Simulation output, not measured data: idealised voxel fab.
The document below concerns the process module designated voxel capacitor over wiring.
cross-section cut | 235 nm wide | cells 5 nm
In this document a cross-section is written as a grid of square cells. It is given as a series of bands, listed from the top down, and a band is one or more rows of cells. Look at the band entry: it leads with the top's height and the bottom's height in nm. Then it lists the materials left to right, with a width in nm for each. The word "full width" on a single material says that material fills the band edge to edge. The word "air" is empty space. Heights from 0 (as-received wafer is one material below). Bottom band endless downward, as "0 down". With a width like "30..40", each row of cells in the band differs from the next by the same amount, the top row carrying the first number and the bottom row the second. Key: "no alterations made" - step with no changed cell in the cross-section. The label "Completely sealed voids" introduces a list of the empty spaces, 8 cells or larger, that have no open way up to the top; each entry in it reads width x height at distance, where the distance is taken from the left edge and all three are stated in nm. Read whatever lies past the settings on a step's line as the simulator's own remark about the step. "overlay nm" on a masked step: distance the mask lay right of its planned place, negative for left.
[plan]
| 1 | RECEIVE with material Si |
| 2 | CONFORMAL_DEP with material SiO2, thk nm 15 |
| 3 | DIRECTIONAL_DEP with material TiN, thk nm 5 |
| 4 | DIRECTIONAL_DEP with material W, thk nm 20 |
| 5 | DIRECTIONAL_DEP with material aC, thk nm 15 |
| 6 | PATTERN with tone cover, mask id METAL_1, material resist, width nm 25, pitch nm 85, thk nm 35, overlay nm 0 |
| 7 | DIRECTIONAL_ETCH with etch materials aC, depth nm 15 |
| 8 | STRIP with etch materials resist |
| 9 | DIRECTIONAL_ETCH with etch materials W, depth nm 20 |
| 10 | DIRECTIONAL_ETCH with etch materials TiN, depth nm 5 |
| 11 | STRIP with etch materials aC |
| 12 | FILL_DEP with material SiO2, thk nm 10 |
| 13 | CMP with height nm 40 |
| 14 | CONFORMAL_DEP with material SiCN, thk nm 5 |
| 15 | DIRECTIONAL_DEP with material lowk, thk nm 15 |
| 16 | MASKED_ETCH with tone open, mask id PLUG_1, width nm 15, etch materials lowk, depth nm 15, overlay nm 0 |
| 17 | MASKED_ETCH with tone open, mask id PLUG_1, width nm 15, etch materials SiCN, depth nm 5, overlay nm 0 |
| 18 | CONFORMAL_DEP with material TiN, thk nm 5 |
| 19 | FILL_DEP with material Ru, thk nm 10 |
| 20 | CMP with height nm 60 |
| 21 | DIRECTIONAL_DEP with material TiN, thk nm 5 |
| 22 | DIRECTIONAL_DEP with material SiN, thk nm 5 |
| 23 | DIRECTIONAL_DEP with material TiN, thk nm 10 |
| 24 | DIRECTIONAL_DEP with material aC, thk nm 10 |
| 25 | PATTERN with tone cover, mask id UPPER_PLATE, material resist, width nm 65, thk nm 25, overlay nm 0 |
| 26 | DIRECTIONAL_ETCH with etch materials aC, depth nm 10 |
| 27 | STRIP with etch materials resist |
| 28 | DIRECTIONAL_ETCH with etch materials TiN, depth nm 10 |
| 29 | DIRECTIONAL_ETCH with etch materials SiN, depth nm 5 |
| 30 | STRIP with etch materials aC |
| 31 | DIRECTIONAL_DEP with material aC, thk nm 10 |
| 32 | PATTERN with tone cover, mask id LOWER_PLATE, material resist, width nm 75, thk nm 30, overlay nm 0 |
| 33 | DIRECTIONAL_ETCH with etch materials aC, depth nm 10 |
| 34 | STRIP with etch materials resist |
| 35 | DIRECTIONAL_ETCH with etch materials TiN, depth nm 5 |
| 36 | STRIP with etch materials aC |
| 37 | FILL_DEP with material SiO2, thk nm 15 |
| 38 | CMP with height nm 90 |
| 39 | PATTERN with tone open, mask id PLUG_2, material resist, width nm 15, thk nm 20, overlay nm 0 |
| 40 | DIRECTIONAL_ETCH with etch materials SiO2, depth nm 10 |
| 41 | STRIP with etch materials resist |
| 42 | CONFORMAL_DEP with material TiN, thk nm 5 |
| 43 | FILL_DEP with material Cu, thk nm 5 |
| 44 | CMP with height nm 90 |
| 45 | CONFORMAL_DEP with material SiN, thk nm 5 |
[First of two wafers, processed according to plan]
[Wafer cross-section on receipt, i.e. after step 1]
* 0 down | Si full width
* Completely sealed voids: none
[After step 2, in cross-section]
* 15 to 0 | SiO2 full width
* Everything below 0 is unchanged.
[After step 3, in cross-section]
* 20 to 15 | TiN full width
* Everything below 15 is unchanged.
[After step 4, in cross-section]
* 40 to 20 | W full width
* Everything below 20 is unchanged.
[After step 5, in cross-section]
* 55 to 40 | aC full width
* Everything below 40 is unchanged.
[After step 6, in cross-section]
* 90 to 55 | air 60 nm; resist 25 nm; air 60 nm; resist 25 nm; air 65 nm
* Everything below 55 is unchanged.
[After step 7, in cross-section]
* 75 to 55 | air 60 nm; resist 25 nm; air 60 nm; resist 25 nm; air 65 nm
* 55 to 40 | air 60 nm; aC 25 nm; air 60 nm; aC 25 nm; air 65 nm
* Everything below 40 is unchanged.
[After step 8, in cross-section]
* 55 to 40 | air 60 nm; aC 25 nm; air 60 nm; aC 25 nm; air 65 nm
* Everything below 40 is unchanged.
[After step 9, in cross-section]
* 55 to 40 | air 60 nm; aC 25 nm; air 60 nm; aC 25 nm; air 65 nm
* 40 to 20 | air 60 nm; W 25 nm; air 60 nm; W 25 nm; air 65 nm
* Everything below 20 is unchanged.
[After step 10, in cross-section]
* 55 to 40 | air 60 nm; aC 25 nm; air 60 nm; aC 25 nm; air 65 nm
* 40 to 20 | air 60 nm; W 25 nm; air 60 nm; W 25 nm; air 65 nm
* 20 to 15 | air 60 nm; TiN 25 nm; air 60 nm; TiN 25 nm; air 65 nm
* Everything below 15 is unchanged.
[After step 11, in cross-section]
* 40 to 20 | air 60 nm; W 25 nm; air 60 nm; W 25 nm; air 65 nm
* Everything below 20 is unchanged.
[After step 12, in cross-section]
* 50 to 40 | SiO2 full width
* 40 to 20 | SiO2 60 nm; W 25 nm; SiO2 60 nm; W 25 nm; SiO2 65 nm
* 20 to 15 | SiO2 60 nm; TiN 25 nm; SiO2 60 nm; TiN 25 nm; SiO2 65 nm
* Everything below 15 is unchanged.
[After step 13, in cross-section]
* 40 to 20 | SiO2 60 nm; W 25 nm; SiO2 60 nm; W 25 nm; SiO2 65 nm
* Everything below 20 is unchanged.
[After step 14, in cross-section]
* 45 to 40 | SiCN full width
* Everything below 40 is unchanged.
[After step 15, in cross-section]
* 60 to 45 | lowk full width
* Everything below 45 is unchanged.
[After step 16, in cross-section]
* 60 to 45 | lowk 70 nm; air 15 nm; lowk 150 nm
* Everything below 45 is unchanged.
[After step 17, in cross-section]
* 60 to 45 | lowk 70 nm; air 15 nm; lowk 150 nm
* 45 to 40 | SiCN 70 nm; air 15 nm; SiCN 150 nm
* Everything below 40 is unchanged.
[After step 18, in cross-section]
* 65 to 60 | TiN 75 nm; air 5 nm; TiN 155 nm
* 60 to 45 | lowk 70 nm; TiN 5 nm; air 5 nm; TiN 5 nm; lowk 150 nm
* 45 to 40 | SiCN 70 nm; TiN 15 nm; SiCN 150 nm
* Everything below 40 is unchanged.
[After step 19, in cross-section]
* 75 to 65 | Ru full width
* 65 to 60 | TiN 75 nm; Ru 5 nm; TiN 155 nm
* 60 to 45 | lowk 70 nm; TiN 5 nm; Ru 5 nm; TiN 5 nm; lowk 150 nm
* Everything below 45 is unchanged.
[After step 20, in cross-section]
* 60 to 45 | lowk 70 nm; TiN 5 nm; Ru 5 nm; TiN 5 nm; lowk 150 nm
* Everything below 45 is unchanged.
[After step 21, in cross-section]
* 65 to 60 | TiN full width
* Everything below 60 is unchanged.
[After step 22, in cross-section]
* 70 to 65 | SiN full width
* Everything below 65 is unchanged.
[After step 23, in cross-section]
* 80 to 70 | TiN full width
* Everything below 70 is unchanged.
[After step 24, in cross-section]
* 90 to 80 | aC full width
* Everything below 80 is unchanged.
[After step 25, in cross-section]
* 115 to 90 | air 70 nm; resist 65 nm; air 100 nm
* Everything below 90 is unchanged.
[After step 26, in cross-section]
* 105 to 90 | air 70 nm; resist 65 nm; air 100 nm
* 90 to 80 | air 70 nm; aC 65 nm; air 100 nm
* Everything below 80 is unchanged.
[After step 27, in cross-section]
* 90 to 80 | air 70 nm; aC 65 nm; air 100 nm
* Everything below 80 is unchanged.
[After step 28, in cross-section]
* 90 to 80 | air 70 nm; aC 65 nm; air 100 nm
* 80 to 70 | air 70 nm; TiN 65 nm; air 100 nm
* Everything below 70 is unchanged.
[After step 29, in cross-section]
* 90 to 80 | air 70 nm; aC 65 nm; air 100 nm
* 80 to 70 | air 70 nm; TiN 65 nm; air 100 nm
* 70 to 65 | air 70 nm; SiN 65 nm; air 100 nm
* Everything below 65 is unchanged.
[After step 30, in cross-section]
* 80 to 70 | air 70 nm; TiN 65 nm; air 100 nm
* Everything below 70 is unchanged.
[After step 31, in cross-section]
* 90 to 80 | air 70 nm; aC 65 nm; air 100 nm
* 80 to 75 | air 70 nm; TiN 65 nm; air 100 nm
* 75 to 70 | aC 70 nm; TiN 65 nm; aC 100 nm
* 70 to 65 | aC 70 nm; SiN 65 nm; aC 100 nm
* Everything below 65 is unchanged.
[After step 32, in cross-section]
* 120 to 90 | air 65 nm; resist 75 nm; air 95 nm
* 90 to 80 | air 65 nm; resist 5 nm; aC 65 nm; resist 5 nm; air 95 nm
* 80 to 75 | air 65 nm; resist 5 nm; TiN 65 nm; resist 5 nm; air 95 nm
* Everything below 75 is unchanged.
[After step 33, in cross-section]
* 110 to 90 | air 65 nm; resist 75 nm; air 95 nm
* 90 to 80 | air 65 nm; resist 5 nm; aC 65 nm; resist 5 nm; air 95 nm
* 80 to 75 | air 65 nm; resist 5 nm; TiN 65 nm; resist 5 nm; air 95 nm
* 75 to 70 | air 65 nm; aC 5 nm; TiN 65 nm; aC 5 nm; air 95 nm
* 70 to 65 | air 65 nm; aC 5 nm; SiN 65 nm; aC 5 nm; air 95 nm
* Everything below 65 is unchanged.
[After step 34, in cross-section]
* 90 to 80 | air 70 nm; aC 65 nm; air 100 nm
* 80 to 75 | air 70 nm; TiN 65 nm; air 100 nm
* Everything below 75 is unchanged.
[After step 35, in cross-section]
* 90 to 80 | air 70 nm; aC 65 nm; air 100 nm
* 80 to 75 | air 70 nm; TiN 65 nm; air 100 nm
* 75 to 70 | air 65 nm; aC 5 nm; TiN 65 nm; aC 5 nm; air 95 nm
* 70 to 65 | air 65 nm; aC 5 nm; SiN 65 nm; aC 5 nm; air 95 nm
* 65 to 60 | air 65 nm; TiN 75 nm; air 95 nm
* Everything below 60 is unchanged.
[After step 36, in cross-section]
* 80 to 70 | air 70 nm; TiN 65 nm; air 100 nm
* 70 to 65 | air 70 nm; SiN 65 nm; air 100 nm
* Everything below 65 is unchanged.
[After step 37, in cross-section]
* 95 to 80 | SiO2 full width
* 80 to 70 | SiO2 70 nm; TiN 65 nm; SiO2 100 nm
* 70 to 65 | SiO2 70 nm; SiN 65 nm; SiO2 100 nm
* 65 to 60 | SiO2 65 nm; TiN 75 nm; SiO2 95 nm
* Everything below 60 is unchanged.
[After step 38, in cross-section]
* 90 to 80 | SiO2 full width
* Everything below 80 is unchanged.
[After step 39, in cross-section]
* 110 to 90 | resist 80 nm; air 15 nm; resist 140 nm
* Everything below 90 is unchanged.
[After step 40, in cross-section]
* 110 to 90 | resist 80 nm; air 15 nm; resist 140 nm
* 90 to 80 | SiO2 80 nm; air 15 nm; SiO2 140 nm
* Everything below 80 is unchanged.
[After step 41, in cross-section]
* 90 to 80 | SiO2 80 nm; air 15 nm; SiO2 140 nm
* Everything below 80 is unchanged.
[After step 42, in cross-section]
* 95 to 90 | TiN 85 nm; air 5 nm; TiN 145 nm
* 90 to 85 | SiO2 80 nm; TiN 5 nm; air 5 nm; TiN 5 nm; SiO2 140 nm
* 85 to 80 | SiO2 80 nm; TiN 15 nm; SiO2 140 nm
* Everything below 80 is unchanged.
[After step 43, in cross-section]
* 100 to 95 | Cu full width
* 95 to 90 | TiN 85 nm; Cu 5 nm; TiN 145 nm
* 90 to 85 | SiO2 80 nm; TiN 5 nm; Cu 5 nm; TiN 5 nm; SiO2 140 nm
* Everything below 85 is unchanged.
[After step 44, in cross-section]
* 90 to 85 | SiO2 80 nm; TiN 5 nm; Cu 5 nm; TiN 5 nm; SiO2 140 nm
* Everything below 85 is unchanged.
[After step 45, in cross-section]
* 95 to 90 | SiN full width
* Everything below 90 is unchanged.
[The second wafer: identical to the first at the outset and in its planned sequence, differing only in that one mistake was made during processing; up to and including step 31, its path is the first wafer's path]
[At the planned end of step 32, the second wafer in cross-section]
* 120 to 90 | air 65 nm; resist 80 nm; air 90 nm
* 90 to 80 | air 65 nm; resist 5 nm; aC 65 nm; resist 10 nm; air 90 nm
* 80 to 75 | air 65 nm; resist 5 nm; TiN 65 nm; resist 10 nm; air 90 nm
* Everything below 75 is unchanged.
[At the planned end of step 33, the second wafer in cross-section]
* 110 to 90 | air 65 nm; resist 80 nm; air 90 nm
* 90 to 80 | air 65 nm; resist 5 nm; aC 65 nm; resist 10 nm; air 90 nm
* 80 to 75 | air 65 nm; resist 5 nm; TiN 65 nm; resist 10 nm; air 90 nm
* 75 to 70 | air 65 nm; aC 5 nm; TiN 65 nm; aC 10 nm; air 90 nm
* 70 to 65 | air 65 nm; aC 5 nm; SiN 65 nm; aC 10 nm; air 90 nm
* Everything below 65 is unchanged.
[At the planned end of step 34, the second wafer in cross-section]
* 90 to 80 | air 70 nm; aC 65 nm; air 100 nm
* 80 to 75 | air 70 nm; TiN 65 nm; air 100 nm
* Everything below 75 is unchanged.
[At the planned end of step 35, the second wafer in cross-section]
* 90 to 80 | air 70 nm; aC 65 nm; air 100 nm
* 80 to 75 | air 70 nm; TiN 65 nm; air 100 nm
* 75 to 70 | air 65 nm; aC 5 nm; TiN 65 nm; aC 10 nm; air 90 nm
* 70 to 65 | air 65 nm; aC 5 nm; SiN 65 nm; aC 10 nm; air 90 nm
* 65 to 60 | air 65 nm; TiN 80 nm; air 90 nm
* Everything below 60 is unchanged.
[At the planned end of step 36, the second wafer in cross-section]
* 80 to 70 | air 70 nm; TiN 65 nm; air 100 nm
* 70 to 65 | air 70 nm; SiN 65 nm; air 100 nm
* Everything below 65 is unchanged.
[At the planned end of step 37, the second wafer in cross-section]
* 95 to 80 | SiO2 full width
* 80 to 70 | SiO2 70 nm; TiN 65 nm; SiO2 100 nm
* 70 to 65 | SiO2 70 nm; SiN 65 nm; SiO2 100 nm
* 65 to 60 | SiO2 65 nm; TiN 80 nm; SiO2 90 nm
* Everything below 60 is unchanged.
[At the planned end of step 38, the second wafer in cross-section]
* 90 to 80 | SiO2 full width
* Everything below 80 is unchanged.
[At the planned end of step 39, the second wafer in cross-section]
* 110 to 90 | resist 80 nm; air 15 nm; resist 140 nm
* Everything below 90 is unchanged.
[At the planned end of step 40, the second wafer in cross-section]
* 110 to 90 | resist 80 nm; air 15 nm; resist 140 nm
* 90 to 80 | SiO2 80 nm; air 15 nm; SiO2 140 nm
* Everything below 80 is unchanged.
[At the planned end of step 41, the second wafer in cross-section]
* 90 to 80 | SiO2 80 nm; air 15 nm; SiO2 140 nm
* Everything below 80 is unchanged.
[At the planned end of step 42, the second wafer in cross-section]
* 95 to 90 | TiN 85 nm; air 5 nm; TiN 145 nm
* 90 to 85 | SiO2 80 nm; TiN 5 nm; air 5 nm; TiN 5 nm; SiO2 140 nm
* 85 to 80 | SiO2 80 nm; TiN 15 nm; SiO2 140 nm
* Everything below 80 is unchanged.
[At the planned end of step 43, the second wafer in cross-section]
* 100 to 95 | Cu full width
* 95 to 90 | TiN 85 nm; Cu 5 nm; TiN 145 nm
* 90 to 85 | SiO2 80 nm; TiN 5 nm; Cu 5 nm; TiN 5 nm; SiO2 140 nm
* Everything below 85 is unchanged.
[At the planned end of step 44, the second wafer in cross-section]
* 90 to 85 | SiO2 80 nm; TiN 5 nm; Cu 5 nm; TiN 5 nm; SiO2 140 nm
* Everything below 85 is unchanged.
[At the planned end of step 45, the second wafer in cross-section]
* 95 to 90 | SiN full width
* Everything below 90 is unchanged.
In executing the process, a mistake was made relative to the plan: step 32 was run on a setting that differed from the plan, and what really ran there is PATTERN with tone cover, mask id LOWER_PLATE, material resist, width nm 80, thk nm 30, overlay nm 0
Once processing is complete, comparing cell counts shows that the second wafer has more or fewer of certain materials than the first: 1 fewer of SiO2; 1 more of TiN
